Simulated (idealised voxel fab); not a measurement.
Name of the process module below: voxel capacitor over wiring
Section cut is 215 nm wide and gridded with 5 nm square cells.
In this document a cross-section is written as a grid of square cells. It is given as a series of bands, listed from the top down, and a band is one or more rows of cells.
Heights first: top, then bottom, in nm. Then materials, left to right, each with a width in nm. "throughout" on a single material: fills the band edge to edge. "blank": empty space.
Note: height 0 marks the level under which the wafer is uniformly one material as received. Lowest band unbounded below, written "0 down".
Read "30..40" as a graded width: first number on top, second number at the bottom, same change between each pair of neighbouring rows.
A step reported as "remained the same" is a step in which no cell of the cross-section changed.
Heads up: "Cavities, sealed" only lists the empty pockets with no open path to the top that are 8 cells or more, and it writes them as width x height at distance, distance from the left edge, in nm.
The remark found on a step's line after its settings is issued by the simulator itself and pertains to that step.
"overlay nm" on a masked step: distance the mask lay right of its planned place, negative for left.
Guide to the pairs. Each holds a before and an after cross-section around one process step; the after cross-section is cut off at the lowest band that changed. Look under the pair for the step between them and its settings. Pairs can come from different runs of this module on the same starting wafer, so a pair follows on from the one above it only where its entry headed "Before this step" says it does.
Before this step:
* 0 down | Si throughout
* Cavities, sealed: none
Post-Step Appearance:
* 15 to 0 | SiO2 throughout
* Everything below 0 is unchanged.
* Cavities, sealed: none
What step was run between the cross-section before it and the cross-section after it, both above? CONFORMAL_DEP with material SiO2, thk nm 15
Before this step: nothing new to draw here, it's the after view of the pair just above.
Post-Step Appearance:
* 20 to 15 | SiCN throughout
* Everything below 15 is unchanged.
* Cavities, sealed: none
What step was run between the cross-section before it and the cross-section after it, both above? CONFORMAL_DEP with material SiCN, thk nm 5
Before this step: nothing new to draw here, it's the after view of the pair just above.
Post-Step Appearance:
* 40 to 20 | SiO2 throughout
* Everything below 20 is unchanged.
* Cavities, sealed: none
What step was run between the cross-section before it and the cross-section after it, both above? DIRECTIONAL_DEP with material SiO2, thk nm 20
Before this step: nothing new to draw here, it's the after view of the pair just above.
Post-Step Appearance:
* 40 to 20 | SiO2: 50; blank: 30; SiO2: 50; blank: 30; SiO2: 55
* Everything below 20 is unchanged.
* Cavities, sealed: none
What step was run between the cross-section before it and the cross-section after it, both above? MASKED_ETCH with tone open, mask id METAL_1, width nm 30, pitch nm 80, etch materials SiO2, depth nm 20, overlay nm 0
Before this step: nothing new to draw here, it's the after view of the pair just above.
Post-Step Appearance:
* 40 to 20 | SiO2: 50; blank: 30; SiO2: 50; blank: 30; SiO2: 55
* 20 to 15 | SiCN: 50; blank: 30; SiCN: 50; blank: 30; SiCN: 55
* Everything below 15 is unchanged.
* Cavities, sealed: none
What step was run between the cross-section before it and the cross-section after it, both above? MASKED_ETCH with tone open, mask id METAL_1, width nm 30, pitch nm 80, etch materials SiCN, depth nm 5, overlay nm 0
Before this step: nothing new to draw here, it's the after view of the pair just above.
Post-Step Appearance:
* 45 to 40 | TiN: 55; blank: 20; TiN: 60; blank: 20; TiN: 60
* 40 to 20 | SiO2: 50; TiN: 5; blank: 20; TiN: 5; SiO2: 50; TiN: 5; blank: 20; TiN: 5; SiO2: 55
* 20 to 15 | SiCN: 50; TiN: 30; SiCN: 50; TiN: 30; SiCN: 55
* Everything below 15 is unchanged.
* Cavities, sealed: none
What step was run between the cross-section before it and the cross-section after it, both above? CONFORMAL_DEP with material TiN, thk nm 5
Before this step: nothing new to draw here, it's the after view of the pair just above.
Post-Step Appearance:
* 55 to 45 | Cu throughout
* 45 to 40 | TiN: 55; Cu: 20; TiN: 60; Cu: 20; TiN: 60
* 40 to 20 | SiO2: 50; TiN: 5; Cu: 20; TiN: 5; SiO2: 50; TiN: 5; Cu: 20; TiN: 5; SiO2: 55
* Everything below 20 is unchanged.
* Cavities, sealed: none
What step was run between the cross-section before it and the cross-section after it, both above? FILL_DEP with material Cu, thk nm 10
Before this step: nothing new to draw here, it's the after view of the pair just above.
Post-Step Appearance:
* 40 to 20 | SiO2: 50; TiN: 5; Cu: 20; TiN: 5; SiO2: 50; TiN: 5; Cu: 20; TiN: 5; SiO2: 55
* Everything below 20 is unchanged.
* Cavities, sealed: none
What step was run between the cross-section before it and the cross-section after it, both above? CMP with height nm 40
Before this step: nothing new to draw here, it's the after view of the pair just above.
Post-Step Appearance:
* 45 to 40 | SiCN throughout
* Everything below 40 is unchanged.
* Cavities, sealed: none
What step was run between the cross-section before it and the cross-section after it, both above? CONFORMAL_DEP with material SiCN, thk nm 5
Before this step: nothing new to draw here, it's the after view of the pair just above.
Post-Step Appearance:
* 60 to 45 | lowk throughout
* Everything below 45 is unchanged.
* Cavities, sealed: none
What step was run between the cross-section before it and the cross-section after it, both above? DIRECTIONAL_DEP with material lowk, thk nm 15
Before this step: nothing new to draw here, it's the after view of the pair just above.
Post-Step Appearance:
* 60 to 45 | lowk: 65; blank: 15; lowk: 135
* Everything below 45 is unchanged.
* Cavities, sealed: none
What step was run between the cross-section before it and the cross-section after it, both above? MASKED_ETCH with tone open, mask id PLUG_1, width nm 15, etch materials lowk, depth nm 15, overlay nm 0
Before this step: nothing new to draw here, it's the after view of the pair just above.
Post-Step Appearance:
* 60 to 45 | lowk: 65; blank: 15; lowk: 135
* 45 to 40 | SiCN: 65; blank: 15; SiCN: 135
* Everything below 40 is unchanged.
* Cavities, sealed: none
What step was run between the cross-section before it and the cross-section after it, both above? MASKED_ETCH with tone open, mask id PLUG_1, width nm 15, etch materials SiCN, depth nm 5, overlay nm 0
Before this step: nothing new to draw here, it's the after view of the pair just above.
Post-Step Appearance:
* 65 to 60 | TiN: 70; blank: 5; TiN: 140
* 60 to 45 | lowk: 65; TiN: 5; blank: 5; TiN: 5; lowk: 135
* 45 to 40 | SiCN: 65; TiN: 15; SiCN: 135
* Everything below 40 is unchanged.
* Cavities, sealed: none
What step was run between the cross-section before it and the cross-section after it, both above? CONFORMAL_DEP with material TiN, thk nm 5
Before this step: nothing new to draw here, it's the after view of the pair just above.
Post-Step Appearance:
* 75 to 65 | W throughout
* 65 to 60 | TiN: 70; W: 5; TiN: 140
* 60 to 45 | lowk: 65; TiN: 5; W: 5; TiN: 5; lowk: 135
* Everything below 45 is unchanged.
* Cavities, sealed: none
What step was run between the cross-section before it and the cross-section after it, both above? FILL_DEP with material W, thk nm 10
Before this step: nothing new to draw here, it's the after view of the pair just above.
Post-Step Appearance:
* 60 to 45 | lowk: 65; TiN: 5; W: 5; TiN: 5; lowk: 135
* Everything below 45 is unchanged.
* Cavities, sealed: none
What step was run between the cross-section before it and the cross-section after it, both above? CMP with height nm 60
Before this step: nothing new to draw here, it's the after view of the pair just above.
Post-Step Appearance:
* 70 to 60 | TiN throughout
* Everything below 60 is unchanged.
* Cavities, sealed: none
What step was run between the cross-section before it and the cross-section after it, both above? DIRECTIONAL_DEP with material TiN, thk nm 10
Before this step: nothing new to draw here, it's the after view of the pair just above.
Post-Step Appearance:
* 75 to 70 | HfO2 throughout
* Everything below 70 is unchanged.
* Cavities, sealed: none
What step was run between the cross-section before it and the cross-section after it, both above? DIRECTIONAL_DEP with material HfO2, thk nm 5
Before this step: nothing new to draw here, it's the after view of the pair just above.
Post-Step Appearance:
* 80 to 75 | TiN throughout
* Everything below 75 is unchanged.
* Cavities, sealed: none
What step was run between the cross-section before it and the cross-section after it, both above? DIRECTIONAL_DEP with material TiN, thk nm 5
Before this step: nothing new to draw here, it's the after view of the pair just above.
Post-Step Appearance:
* 80 to 75 | blank: 65; TiN: 55; blank: 95
* Everything below 75 is unchanged.
* Cavities, sealed: none
What step was run between the cross-section before it and the cross-section after it, both above? MASKED_ETCH with tone cover, mask id UPPER_PLATE, width nm 55, etch materials TiN, depth nm 5, overlay nm 0
Before this step: nothing new to draw here, it's the after view of the pair just above.
Post-Step Appearance:
* 80 to 75 | blank: 65; TiN: 55; blank: 95
* 75 to 70 | blank: 65; HfO2: 55; blank: 95
* Everything below 70 is unchanged.
* Cavities, sealed: none
What step was run between the cross-section before it and the cross-section after it, both above? MASKED_ETCH with tone cover, mask id UPPER_PLATE, width nm 55, etch materials HfO2, depth nm 5, overlay nm 0
Before this step: nothing new to draw here, it's the after view of the pair just above.
Post-Step Appearance:
* 80 to 75 | blank: 65; TiN: 55; blank: 95
* 75 to 70 | blank: 65; HfO2: 55; blank: 95
* 70 to 60 | blank: 60; TiN: 65; blank: 90
* Everything below 60 is unchanged.
* Cavities, sealed: none
What step was run between the cross-section before it and the cross-section after it, both above? MASKED_ETCH with tone cover, mask id LOWER_PLATE, width nm 65, etch materials TiN, depth nm 10, overlay nm 0
Before this step: nothing new to draw here, it's the after view of the pair just above.
Post-Step Appearance:
* 100 to 80 | SiO2 throughout
* 80 to 75 | SiO2: 65; TiN: 55; SiO2: 95
* 75 to 70 | SiO2: 65; HfO2: 55; SiO2: 95
* 70 to 60 | SiO2: 60; TiN: 65; SiO2: 90
* Everything below 60 is unchanged.
* Cavities, sealed: none
What step was run between the cross-section before it and the cross-section after it, both above? FILL_DEP with material SiO2, thk nm 20
Before this step: nothing new to draw here, it's the after view of the pair just above.
Post-Step Appearance:
* 95 to 80 | SiO2 throughout
* Everything below 80 is unchanged.
* Cavities, sealed: none
What step was run between the cross-section before it and the cross-section after it, both above? CMP with height nm 95
Before this step: nothing new to draw here, it's the after view of the pair just above.
Post-Step Appearance:
* 95 to 80 | SiO2: 75; blank: 15; SiO2: 125
* Everything below 80 is unchanged.
* Cavities, sealed: none
What step was run between the cross-section before it and the cross-section after it, both above? MASKED_ETCH with tone open, mask id PLUG_2, width nm 15, etch materials SiO2, depth nm 15, overlay nm 0
Before this step: nothing new to draw here, it's the after view of the pair just above.
Post-Step Appearance:
* 100 to 95 | TiN: 80; blank: 5; TiN: 130
* 95 to 85 | SiO2: 75; TiN: 5; blank: 5; TiN: 5; SiO2: 125
* 85 to 75 | SiO2: 75..65; TiN: 15..55; SiO2: 125..95
* Everything below 75 is unchanged.
* Cavities, sealed: none
What step was run between the cross-section before it and the cross-section after it, both above? CONFORMAL_DEP with material TiN, thk nm 5
Before this step: nothing new to draw here, it's the after view of the pair just above.
Post-Step Appearance:
* 110 to 100 | Cu throughout
* 100 to 95 | TiN: 80; Cu: 5; TiN: 130
* 95 to 85 | SiO2: 75; TiN: 5; Cu: 5; TiN: 5; SiO2: 125
* Everything below 85 is unchanged.
* Cavities, sealed: none
What step was run between the cross-section before it and the cross-section after it, both above? FILL_DEP with material Cu, thk nm 10
Before this step: nothing new to draw here, it's the after view of the pair just above.
Post-Step Appearance:
* 95 to 85 | SiO2: 75; TiN: 5; Cu: 5; TiN: 5; SiO2: 125
* Everything below 85 is unchanged.
* Cavities, sealed: none
What step was run between the cross-section before it and the cross-section after it, both above? CMP with height nm 95
Before this step: nothing new to draw here, it's the after view of the pair just above.
Post-Step Appearance:
* 100 to 95 | SiCN throughout
* Everything below 95 is unchanged.
* Cavities, sealed: none
What step was run between the cross-section before it and the cross-section after it, both above? CONFORMAL_DEP with material SiCN, thk nm 5
Before this step:
* 70 to 60 | TiN throughout
* 60 to 45 | lowk: 65; TiN: 5; W: 5; TiN: 5; lowk: 135
* 45 to 40 | SiCN: 65; TiN: 15; SiCN: 135
* 40 to 20 | SiO2: 50; TiN: 5; Cu: 20; TiN: 5; SiO2: 50; TiN: 5; Cu: 20; TiN: 5; SiO2: 55
* 20 to 15 | SiCN: 50; TiN: 30; SiCN: 50; TiN: 30; SiCN: 55
* 15 to 0 | SiO2 throughout
* 0 down | Si throughout
* Cavities, sealed: none
Post-Step Appearance:
* 75 to 60 | TiN throughout
* Everything below 60 is unchanged.
* Cavities, sealed: none
What step was run between the cross-section before it and the cross-section after it, both above? DIRECTIONAL_DEP with material TiN, thk nm 5
Before this step: nothing new to draw here, it's the after view of the pair just above.
Post-Step Appearance:
* 75 to 70 | blank: 65; TiN: 55; blank: 95
* Everything below 70 is unchanged.
* Cavities, sealed: none
What step was run between the cross-section before it and the cross-section after it, both above? MASKED_ETCH with tone cover, mask id UPPER_PLATE, width nm 55, etch materials TiN, depth nm 5, overlay nm 0
Before this step: nothing new to draw here, it's the after view of the pair just above.
Post-Step Appearance:
* 75 to 70 | blank: 65; TiN: 55; blank: 95
* 70 to 60 | blank: 60; TiN: 65; blank: 90
* Everything below 60 is unchanged.
* Cavities, sealed: none
What step was run between the cross-section before it and the cross-section after it, both above? MASKED_ETCH with tone cover, mask id LOWER_PLATE, width nm 65, etch materials TiN, depth nm 10, overlay nm 0
Before this step: nothing new to draw here, it's the after view of the pair just above.
Post-Step Appearance:
* 95 to 75 | SiO2 throughout
* 75 to 70 | SiO2: 65; TiN: 55; SiO2: 95
* 70 to 60 | SiO2: 60; TiN: 65; SiO2: 90
* Everything below 60 is unchanged.
* Cavities, sealed: none
What step was run between the cross-section before it and the cross-section after it, both above? FILL_DEP with material SiO2, thk nm 20
Before this step: nothing new to draw here, it's the after view of the pair just above.
Post-Step Appearance:
* 95 to 80 | SiO2: 75; blank: 15; SiO2: 125
* Everything below 80 is unchanged.
* Cavities, sealed: none
What step was run between the cross-section before it and the cross-section after it, both above? MASKED_ETCH with tone open, mask id PLUG_2, width nm 15, etch materials SiO2, depth nm 15, overlay nm 0
Before this step: nothing new to draw here, it's the after view of the pair just above.
Post-Step Appearance:
* 100 to 95 | TiN: 80; blank: 5; TiN: 130
* 95 to 85 | SiO2: 75; TiN: 5; blank: 5; TiN: 5; SiO2: 125
* 85 to 80 | SiO2: 75; TiN: 15; SiO2: 125
* Everything below 80 is unchanged.
* Cavities, sealed: none
What step was run between the cross-section before it and the cross-section after it, both above? CONFORMAL_DEP with material TiN, thk nm 5
Before this step: nothing new to draw here, it's the after view of the pair just above.
Post-Step Appearance:
* 110 to 100 | Cu throughout
* 100 to 95 | TiN: 80; Cu: 5; TiN: 130
* 95 to 85 | SiO2: 75; TiN: 5; Cu: 5; TiN: 5; SiO2: 125
* Everything below 85 is unchanged.
* Cavities, sealed: none
What step was run between the cross-section before it and the cross-section after it, both above? FILL_DEP with material Cu, thk nm 10
Before this step: nothing new to draw here, it's the after view of the pair just above.
Post-Step Appearance:
* 95 to 85 | SiO2: 75; TiN: 5; Cu: 5; TiN: 5; SiO2: 125
* Everything below 85 is unchanged.
* Cavities, sealed: none
What step was run between the cross-section before it and the cross-section after it, both above? CMP with height nm 95
Before this step: nothing new to draw here, it's the after view of the pair just above.
Post-Step Appearance:
* 100 to 95 | SiCN throughout
* Everything below 95 is unchanged.
* Cavities, sealed: none
What step was run between the cross-section before it and the cross-section after it, both above? CONFORMAL_DEP with material SiCN, thk nm 5
Before this step:
* 15 to 0 | SiO2 throughout
* 0 down | Si throughout
* Cavities, sealed: none
Post-Step Appearance:
* 30 to 0 | SiO2 throughout
* Everything below 0 is unchanged.
* Cavities, sealed: none
What step was run between the cross-section before it and the cross-section after it, both above? CONFORMAL_DEP with material SiO2, thk nm 15
Before this step: nothing new to draw here, it's the after view of the pair just above.
Post-Step Appearance:
* 35 to 30 | SiCN throughout
* Everything below 30 is unchanged.
* Cavities, sealed: none
What step was run between the cross-section before it and the cross-section after it, both above? CONFORMAL_DEP with material SiCN, thk nm 5
Before this step: nothing new to draw here, it's the after view of the pair just above.
Post-Step Appearance:
* 55 to 35 | SiO2 throughout
* Everything below 35 is unchanged.
* Cavities, sealed: none
What step was run between the cross-section before it and the cross-section after it, both above? DIRECTIONAL_DEP with material SiO2, thk nm 20
Before this step: nothing new to draw here, it's the after view of the pair just above.
Post-Step Appearance:
* 55 to 35 | SiO2: 50; blank: 30; SiO2: 50; blank: 30; SiO2: 55
* Everything below 35 is unchanged.
* Cavities, sealed: none
What step was run between the cross-section before it and the cross-section after it, both above? MASKED_ETCH with tone open, mask id METAL_1, width nm 30, pitch nm 80, etch materials SiO2, depth nm 20, overlay nm 0
Before this step: nothing new to draw here, it's the after view of the pair just above.
Post-Step Appearance:
* 55 to 35 | SiO2: 50; blank: 30; SiO2: 50; blank: 30; SiO2: 55
* 35 to 30 | SiCN: 50; blank: 30; SiCN: 50; blank: 30; SiCN: 55
* Everything below 30 is unchanged.
* Cavities, sealed: none
What step was run between the cross-section before it and the cross-section after it, both above? MASKED_ETCH with tone open, mask id METAL_1, width nm 30, pitch nm 80, etch materials SiCN, depth nm 5, overlay nm 0
Before this step: nothing new to draw here, it's the after view of the pair just above.
Post-Step Appearance:
* 60 to 55 | TiN: 55; blank: 20; TiN: 60; blank: 20; TiN: 60
* 55 to 35 | SiO2: 50; TiN: 5; blank: 20; TiN: 5; SiO2: 50; TiN: 5; blank: 20; TiN: 5; SiO2: 55
* 35 to 30 | SiCN: 50; TiN: 30; SiCN: 50; TiN: 30; SiCN: 55
* Everything below 30 is unchanged.
* Cavities, sealed: none
What step was run between the cross-section before it and the cross-section after it, both above? CONFORMAL_DEP with material TiN, thk nm 5
Before this step: nothing new to draw here, it's the after view of the pair just above.
Post-Step Appearance:
* 70 to 60 | Cu throughout
* 60 to 55 | TiN: 55; Cu: 20; TiN: 60; Cu: 20; TiN: 60
* 55 to 35 | SiO2: 50; TiN: 5; Cu: 20; TiN: 5; SiO2: 50; TiN: 5; Cu: 20; TiN: 5; SiO2: 55
* Everything below 35 is unchanged.
* Cavities, sealed: none
What step was run between the cross-section before it and the cross-section after it, both above? FILL_DEP with material Cu, thk nm 10
Before this step: nothing new to draw here, it's the after view of the pair just above.
Post-Step Appearance:
* 40 to 35 | SiO2: 50; TiN: 5; Cu: 20; TiN: 5; SiO2: 50; TiN: 5; Cu: 20; TiN: 5; SiO2: 55
* Everything below 35 is unchanged.
* Cavities, sealed: none
What step was run between the cross-section before it and the cross-section after it, both above? CMP with height nm 40
Before this step: nothing new to draw here, it's the after view of the pair just above.
Post-Step Appearance:
* 45 to 40 | SiCN throughout
* Everything below 40 is unchanged.
* Cavities, sealed: none
What step was run between the cross-section before it and the cross-section after it, both above? CONFORMAL_DEP with material SiCN, thk nm 5
Before this step: nothing new to draw here, it's the after view of the pair just above.
Post-Step Appearance:
* 60 to 45 | lowk throughout
* Everything below 45 is unchanged.
* Cavities, sealed: none
What step was run between the cross-section before it and the cross-section after it, both above? DIRECTIONAL_DEP with material lowk, thk nm 15
Before this step: nothing new to draw here, it's the after view of the pair just above.
Post-Step Appearance:
* 60 to 45 | lowk: 65; blank: 15; lowk: 135
* Everything below 45 is unchanged.
* Cavities, sealed: none
What step was run between the cross-section before it and the cross-section after it, both above? MASKED_ETCH with tone open, mask id PLUG_1, width nm 15, etch materials lowk, depth nm 15, overlay nm 0
Before this step: nothing new to draw here, it's the after view of the pair just above.
Post-Step Appearance:
* 60 to 45 | lowk: 65; blank: 15; lowk: 135
* 45 to 40 | SiCN: 65; blank: 15; SiCN: 135
* Everything below 40 is unchanged.
* Cavities, sealed: none
What step was run between the cross-section before it and the cross-section after it, both above? MASKED_ETCH with tone open, mask id PLUG_1, width nm 15, etch materials SiCN, depth nm 5, overlay nm 0
Before this step: nothing new to draw here, it's the after view of the pair just above.
Post-Step Appearance:
* 65 to 60 | TiN: 70; blank: 5; TiN: 140
* 60 to 45 | lowk: 65; TiN: 5; blank: 5; TiN: 5; lowk: 135
* 45 to 40 | SiCN: 65; TiN: 15; SiCN: 135
* Everything below 40 is unchanged.
* Cavities, sealed: none
What step was run between the cross-section before it and the cross-section after it, both above? CONFORMAL_DEP with material TiN, thk nm 5
Before this step: nothing new to draw here, it's the after view of the pair just above.
Post-Step Appearance:
* 75 to 65 | W throughout
* 65 to 60 | TiN: 70; W: 5; TiN: 140
* 60 to 45 | lowk: 65; TiN: 5; W: 5; TiN: 5; lowk: 135
* Everything below 45 is unchanged.
* Cavities, sealed: none
What step was run between the cross-section before it and the cross-section after it, both above? FILL_DEP with material W, thk nm 10
Before this step: nothing new to draw here, it's the after view of the pair just above.
Post-Step Appearance:
* 60 to 45 | lowk: 65; TiN: 5; W: 5; TiN: 5; lowk: 135
* Everything below 45 is unchanged.
* Cavities, sealed: none
What step was run between the cross-section before it and the cross-section after it, both above? CMP with height nm 60
Before this step: nothing new to draw here, it's the after view of the pair just above.
Post-Step Appearance:
* 70 to 60 | TiN throughout
* Everything below 60 is unchanged.
* Cavities, sealed: none
What step was run between the cross-section before it and the cross-section after it, both above? DIRECTIONAL_DEP with material TiN, thk nm 10
Before this step: nothing new to draw here, it's the after view of the pair just above.
Post-Step Appearance:
* 75 to 70 | HfO2 throughout
* Everything below 70 is unchanged.
* Cavities, sealed: none
What step was run between the cross-section before it and the cross-section after it, both above? DIRECTIONAL_DEP with material HfO2, thk nm 5
Before this step: nothing new to draw here, it's the after view of the pair just above.
Post-Step Appearance:
* 80 to 75 | TiN throughout
* Everything below 75 is unchanged.
* Cavities, sealed: none
What step was run between the cross-section before it and the cross-section after it, both above? DIRECTIONAL_DEP with material TiN, thk nm 5
Before this step: nothing new to draw here, it's the after view of the pair just above.
Post-Step Appearance:
* 80 to 75 | blank: 65; TiN: 55; blank: 95
* Everything below 75 is unchanged.
* Cavities, sealed: none
What step was run between the cross-section before it and the cross-section after it, both above? MASKED_ETCH with tone cover, mask id UPPER_PLATE, width nm 55, etch materials TiN, depth nm 5, overlay nm 0
Before this step: nothing new to draw here, it's the after view of the pair just above.
Post-Step Appearance:
* 80 to 75 | blank: 65; TiN: 55; blank: 95
* 75 to 70 | blank: 65; HfO2: 55; blank: 95
* Everything below 70 is unchanged.
* Cavities, sealed: none
What step was run between the cross-section before it and the cross-section after it, both above? MASKED_ETCH with tone cover, mask id UPPER_PLATE, width nm 55, etch materials HfO2, depth nm 5, overlay nm 0
Before this step: nothing new to draw here, it's the after view of the pair just above.
Post-Step Appearance:
* 80 to 75 | blank: 65; TiN: 55; blank: 95
* 75 to 70 | blank: 65; HfO2: 55; blank: 95
* 70 to 60 | blank: 60; TiN: 65; blank: 90
* Everything below 60 is unchanged.
* Cavities, sealed: none
What step was run between the cross-section before it and the cross-section after it, both above? MASKED_ETCH with tone cover, mask id LOWER_PLATE, width nm 65, etch materials TiN, depth nm 10, overlay nm 0
Before this step: nothing new to draw here, it's the after view of the pair just above.
Post-Step Appearance:
* 100 to 80 | SiO2 throughout
* 80 to 75 | SiO2: 65; TiN: 55; SiO2: 95
* 75 to 70 | SiO2: 65; HfO2: 55; SiO2: 95
* 70 to 60 | SiO2: 60; TiN: 65; SiO2: 90
* Everything below 60 is unchanged.
* Cavities, sealed: none
What step was run between the cross-section before it and the cross-section after it, both above? FILL_DEP with material SiO2, thk nm 20
Before this step: nothing new to draw here, it's the after view of the pair just above.
Post-Step Appearance:
* 95 to 80 | SiO2 throughout
* Everything below 80 is unchanged.
* Cavities, sealed: none
What step was run between the cross-section before it and the cross-section after it, both above? CMP with height nm 95
Before this step: nothing new to draw here, it's the after view of the pair just above.
Post-Step Appearance:
* 95 to 80 | SiO2: 75; blank: 15; SiO2: 125
* Everything below 80 is unchanged.
* Cavities, sealed: none
What step was run between the cross-section before it and the cross-section after it, both above? MASKED_ETCH with tone open, mask id PLUG_2, width nm 15, etch materials SiO2, depth nm 15, overlay nm 0
Before this step: nothing new to draw here, it's the after view of the pair just above.
Post-Step Appearance:
* 100 to 95 | TiN: 80; blank: 5; TiN: 130
* 95 to 85 | SiO2: 75; TiN: 5; blank: 5; TiN: 5; SiO2: 125
* 85 to 75 | SiO2: 75..65; TiN: 15..55; SiO2: 125..95
* Everything below 75 is unchanged.
* Cavities, sealed: none
What step was run between the cross-section before it and the cross-section after it, both above? CONFORMAL_DEP with material TiN, thk nm 5
Before this step: nothing new to draw here, it's the after view of the pair just above.
Post-Step Appearance:
* 110 to 100 | Cu throughout
* 100 to 95 | TiN: 80; Cu: 5; TiN: 130
* 95 to 85 | SiO2: 75; TiN: 5; Cu: 5; TiN: 5; SiO2: 125
* Everything below 85 is unchanged.
* Cavities, sealed: none
What step was run between the cross-section before it and the cross-section after it, both above? FILL_DEP with material Cu, thk nm 10
Before this step: nothing new to draw here, it's the after view of the pair just above.
Post-Step Appearance:
* 95 to 85 | SiO2: 75; TiN: 5; Cu: 5; TiN: 5; SiO2: 125
* Everything below 85 is unchanged.
* Cavities, sealed: none
What step was run between the cross-section before it and the cross-section after it, both above? CMP with height nm 95
Before this step: nothing new to draw here, it's the after view of the pair just above.
Post-Step Appearance:
* 100 to 95 | SiCN throughout
* Everything below 95 is unchanged.
* Cavities, sealed: none
What step was run between the cross-section before it and the cross-section after it, both above? CONFORMAL_DEP with material SiCN, thk nm 5
Before this step:
* 15 to 0 | SiO2 throughout
* 0 down | Si throughout
* Cavities, sealed: none
Post-Step Appearance:
* 35 to 0 | SiO2 throughout
* Everything below 0 is unchanged.
* Cavities, sealed: none
What step was run between the cross-section before it and the cross-section after it, both above? DIRECTIONAL_DEP with material SiO2, thk nm 20
Before this step: nothing new to draw here, it's the after view of the pair just above.
Post-Step Appearance:
* 40 to 35 | SiCN throughout
* Everything below 35 is unchanged.
* Cavities, sealed: none
What step was run between the cross-section before it and the cross-section after it, both above? CONFORMAL_DEP with material SiCN, thk nm 5
Before this step: nothing new to draw here, it's the after view of the pair just above.
Post-Step Appearance:
* 40 to 35 | SiCN: 50; blank: 30; SiCN: 50; blank: 30; SiCN: 55
* Everything below 35 is unchanged.
* Cavities, sealed: none
What step was run between the cross-section before it and the cross-section after it, both above? MASKED_ETCH with tone open, mask id METAL_1, width nm 30, pitch nm 80, etch materials SiCN, depth nm 5, overlay nm 0
Before this step: nothing new to draw here, it's the after view of the pair just above.
Post-Step Appearance:
* 45 to 40 | TiN: 55; blank: 20; TiN: 60; blank: 20; TiN: 60
* 40 to 35 | SiCN: 50; TiN: 30; SiCN: 50; TiN: 30; SiCN: 55
* Everything below 35 is unchanged.
* Cavities, sealed: none
What step was run between the cross-section before it and the cross-section after it, both above? CONFORMAL_DEP with material TiN, thk nm 5
Before this step: nothing new to draw here, it's the after view of the pair just above.
Post-Step Appearance:
* 55 to 45 | Cu throughout
* 45 to 40 | TiN: 55; Cu: 20; TiN: 60; Cu: 20; TiN: 60
* Everything below 40 is unchanged.
* Cavities, sealed: none
What step was run between the cross-section before it and the cross-section after it, both above? FILL_DEP with material Cu, thk nm 10
Before this step: nothing new to draw here, it's the after view of the pair just above.
Post-Step Appearance:
* 40 to 35 | SiCN: 50; TiN: 30; SiCN: 50; TiN: 30; SiCN: 55
* Everything below 35 is unchanged.
* Cavities, sealed: none
What step was run between the cross-section before it and the cross-section after it, both above? CMP with height nm 40
Before this step: nothing new to draw here, it's the after view of the pair just above.
Post-Step Appearance:
* 45 to 40 | SiCN throughout
* Everything below 40 is unchanged.
* Cavities, sealed: none
What step was run between the cross-section before it and the cross-section after it, both above? CONFORMAL_DEP with material SiCN, thk nm 5
Before this step: nothing new to draw here, it's the after view of the pair just above.
Post-Step Appearance:
* 60 to 45 | lowk throughout
* Everything below 45 is unchanged.
* Cavities, sealed: none
What step was run between the cross-section before it and the cross-section after it, both above? DIRECTIONAL_DEP with material lowk, thk nm 15
Before this step: nothing new to draw here, it's the after view of the pair just above.
Post-Step Appearance:
* 60 to 45 | lowk: 65; blank: 15; lowk: 135
* Everything below 45 is unchanged.
* Cavities, sealed: none
What step was run between the cross-section before it and the cross-section after it, both above? MASKED_ETCH with tone open, mask id PLUG_1, width nm 15, etch materials lowk, depth nm 15, overlay nm 0
Before this step: nothing new to draw here, it's the after view of the pair just above.
Post-Step Appearance:
* 60 to 45 | lowk: 65; blank: 15; lowk: 135
* 45 to 40 | SiCN: 65; blank: 15; SiCN: 135
* Everything below 40 is unchanged.
* Cavities, sealed: none
What step was run between the cross-section before it and the cross-section after it, both above? MASKED_ETCH with tone open, mask id PLUG_1, width nm 15, etch materials SiCN, depth nm 5, overlay nm 0
Before this step: nothing new to draw here, it's the after view of the pair just above.
Post-Step Appearance:
* 65 to 60 | TiN: 70; blank: 5; TiN: 140
* 60 to 45 | lowk: 65; TiN: 5; blank: 5; TiN: 5; lowk: 135
* 45 to 40 | SiCN: 65; TiN: 15; SiCN: 135
* Everything below 40 is unchanged.
* Cavities, sealed: none
What step was run between the cross-section before it and the cross-section after it, both above? CONFORMAL_DEP with material TiN, thk nm 5
Before this step: nothing new to draw here, it's the after view of the pair just above.
Post-Step Appearance:
* 75 to 65 | W throughout
* 65 to 60 | TiN: 70; W: 5; TiN: 140
* 60 to 45 | lowk: 65; TiN: 5; W: 5; TiN: 5; lowk: 135
* Everything below 45 is unchanged.
* Cavities, sealed: none
What step was run between the cross-section before it and the cross-section after it, both above? FILL_DEP with material W, thk nm 10
Before this step: nothing new to draw here, it's the after view of the pair just above.
Post-Step Appearance:
* 60 to 45 | lowk: 65; TiN: 5; W: 5; TiN: 5; lowk: 135
* Everything below 45 is unchanged.
* Cavities, sealed: none
What step was run between the cross-section before it and the cross-section after it, both above? CMP with height nm 60
Before this step: nothing new to draw here, it's the after view of the pair just above.
Post-Step Appearance:
* 70 to 60 | TiN throughout
* Everything below 60 is unchanged.
* Cavities, sealed: none
What step was run between the cross-section before it and the cross-section after it, both above? DIRECTIONAL_DEP with material TiN, thk nm 10
Before this step: nothing new to draw here, it's the after view of the pair just above.
Post-Step Appearance:
* 75 to 70 | HfO2 throughout
* Everything below 70 is unchanged.
* Cavities, sealed: none
What step was run between the cross-section before it and the cross-section after it, both above? DIRECTIONAL_DEP with material HfO2, thk nm 5
Before this step: nothing new to draw here, it's the after view of the pair just above.
Post-Step Appearance:
* 80 to 75 | TiN throughout
* Everything below 75 is unchanged.
* Cavities, sealed: none
What step was run between the cross-section before it and the cross-section after it, both above? DIRECTIONAL_DEP with material TiN, thk nm 5
Before this step: nothing new to draw here, it's the after view of the pair just above.
Post-Step Appearance:
* 80 to 75 | blank: 65; TiN: 55; blank: 95
* Everything below 75 is unchanged.
* Cavities, sealed: none
What step was run between the cross-section before it and the cross-section after it, both above? MASKED_ETCH with tone cover, mask id UPPER_PLATE, width nm 55, etch materials TiN, depth nm 5, overlay nm 0
Before this step: nothing new to draw here, it's the after view of the pair just above.
Post-Step Appearance:
* 80 to 75 | blank: 65; TiN: 55; blank: 95
* 75 to 70 | blank: 65; HfO2: 55; blank: 95
* Everything below 70 is unchanged.
* Cavities, sealed: none
What step was run between the cross-section before it and the cross-section after it, both above? MASKED_ETCH with tone cover, mask id UPPER_PLATE, width nm 55, etch materials HfO2, depth nm 5, overlay nm 0
